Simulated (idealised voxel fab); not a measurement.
This is a process module. Its name is voxel ribs on slabs.
Shown is cross-section cut, with a width of 230 nm and square cells of size 5 nm.
We lay out every cross-section as a grid of square cells and spell it out in bands from the top down, where one band means one or more rows of cells.
For a band, the entry starts with two heights in nm, that of the top and then that of the bottom, and carries on with the band's materials in order from left to right, each alongside its width in nm; the word "edge to edge" beside a single material means it fills the band edge to edge, and "air" means empty space.
Height 0 is the level under which the wafer as received is all one material. The lowest band goes on downwards, as in "0 and below".
You'd read "30..40" like this: the band's top row of cells is as wide as the first number, its bottom row is as wide as the second, and going down, every row changes width by the same amount as the row before did.
For the purposes of this document, the phrase "no modification" attached to a step denotes that no cell within the cross-section was modified by that step.
If an empty space has no open way to the top and is at least 8 cells in size, "Sealed internal voids" lists it, written width x height at distance, where distance is measured from the left edge and every value is in nm.
Anything after a step's settings on that line? It's the simulator's own note about the step.
overlay nm: how far to the right of its planned place the mask lay on this masked step (negative: to the left).

SO HERE'S THE LINEUP OF PROCESS STEPS WE PLANNED
1,RECEIVE: material Si
2,DIRECTIONAL_DEP: material SiO2, thk nm 20
3,DIRECTIONAL_DEP: material polySi, thk nm 25
4,MASKED_ETCH: tone cover, mask id RIB, width nm 20, etch materials polySi, depth nm 20, overlay nm 0
5,DIRECTIONAL_DEP: material aC, thk nm 15
6,PATTERN: tone cover, mask id SLAB, material resist, width nm 70, thk nm 35, overlay nm 0
7,DIRECTIONAL_ETCH: etch materials aC, depth nm 15
8,STRIP: etch materials resist
9,DIRECTIONAL_ETCH: etch materials polySi, depth nm 5
10,STRIP: etch materials aC
11,FILL_DEP: material SiO2, thk nm 20
12,CMP: height nm 55
13,DIRECTIONAL_DEP: material W, thk nm 10
14,DIRECTIONAL_DEP: material aC, thk nm 10
15,PATTERN: tone cover, mask id HEATER, material resist, width nm 30, thk nm 30, overlay nm 0
16,DIRECTIONAL_ETCH: etch materials aC, depth nm 10
17,STRIP: etch materials resist
18,DIRECTIONAL_ETCH: etch materials W, depth nm 10
19,STRIP: etch materials aC
20,CONFORMAL_DEP: material SiO2, thk nm 5

AS-RECEIVED WAFER CROSS-SECTION (AFTER STEP 1)
  0 and below | Si edge to edge
  Sealed internal voids: none

END-OF-MODULE CROSS-SECTION OF THE FIRST OF TWO WAFERS, PROCESSED AS PLANNED
  70 down to 65 | air: 95 | SiO2: 40 | air: 95
  65 down to 60 | air: 95 | SiO2: 5 | W: 30 | SiO2: 5 | air: 95
  60 down to 55 | SiO2: 100 | W: 30 | SiO2: 100
  55 down to 45 | SiO2 edge to edge
  45 down to 25 | SiO2: 105 | polySi: 20 | SiO2: 105
  25 down to 20 | SiO2: 80 | polySi: 70 | SiO2: 80
  20 down to 0 | SiO2 edge to edge
  0 and below | Si edge to edge
  Sealed internal voids: none

NOW THE SECOND WAFER, CROSS-SECTIONED AT THE END OF THE MODULE. NOTHING DIFFERENT AT THE START, NOTHING DIFFERENT IN THE PLAN COMPARED WITH THE FIRST, JUST ONE MISTAKE WHEN IT WAS ACTUALLY RUN
  70 down to 65 | air: 95 | SiO2: 40 | air: 95
  65 down to 60 | air: 95 | SiO2: 5 | W: 30 | SiO2: 5 | air: 95
  60 down to 55 | SiO2: 100 | W: 30 | SiO2: 100
  55 down to 45 | SiO2 edge to edge
  45 down to 25 | SiO2: 105 | polySi: 20 | SiO2: 105
  25 down to 20 | SiO2: 80 | polySi: 75 | SiO2: 75
  20 down to 0 | SiO2 edge to edge
  0 and below | Si edge to edge
  Sealed internal voids: none
In executing the process, a mistake was made relative to the plan: planned and actual differ for step 6; actual: PATTERN: tone cover, mask id SLAB, material resist, width nm 75, thk nm 35, overlay nm 0
In the final state, the cell counts of the second wafer exceed or fall short of those of the first for the following materials: SiO2: 1 fewer | polySi: 1 more
